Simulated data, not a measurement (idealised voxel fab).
The process module presented herein is designated voxel fin reveal.
The figure presents cross-section cut, which has a width of 165 nm and is divided into square cells with an edge length of 5 nm.
We lay out every cross-section as a grid of square cells and spell it out in bands from the top down, where one band means one or more rows of cells. Per band: top height and bottom height in nm, followed by the left-to-right materials and their widths in nm; "full width" marks a single material spanning edge to edge, "empty" marks empty space. The level at which height equals 0 is the one under which the wafer, as it arrives, is entirely one material. No lower edge exists for the bottom band, which continues downward and is notated as in "0 and below". The expression "30..40" gives the width at the extremes of the band, the first number at its top row of cells and the second at its bottom row, with the width changing by equal amounts from each row to the next in between. The cross-section has no changed cell in any step marked "no alterations made". Entry "Enclosed void list" = empty spaces >= 8 cells with no open way to the top; each as width x height at distance, distance from left edge, all nm. That trailing text on a step's line, after the settings, is the simulator's own remark on the step. overlay nm: mask right of planned place by this much (step with mask). Neg. = left.

[Steps in the process plan]
| 1 | RECEIVE with material Si |
| 2 | CONFORMAL_DEP with material SiN, thk nm 10 |
| 3 | PATTERN with tone cover, mask id FINS, material resist, width nm 15, pitch nm 35, thk nm 20, overlay nm 0 |
| 4 | DIRECTIONAL_ETCH with etch materials SiN, depth nm 10 |
| 5 | DIRECTIONAL_ETCH with etch materials Si, depth nm 30 |
| 6 | STRIP with etch materials resist |
| 7 | FILL_DEP with material SiO2, thk nm 10 |
| 8 | CMP with height nm 10 |
| 9 | SELECTIVE_ETCH with etch materials SiO2, depth nm 25 |
| 10 | STRIP with etch materials SiN |

[Cross-section, incoming material, after step 1]
- 0 and below = Si full width
- Enclosed void list: none

[Cross-section at module end, one run error; start and plan unchanged from above]
- 0 down to -15 = 55 nm empty / 15 nm Si / 20 nm empty / 15 nm Si / 60 nm empty
- -15 down to -35 = 55 nm SiO2 / 15 nm Si / 20 nm SiO2 / 15 nm Si / 60 nm SiO2
- -35 and below = Si full width
- Enclosed void list: none
Error vs. plan: for step 5, the planned setting was not used; the step was instead run as DIRECTIONAL_ETCH with etch materials Si, depth nm 35
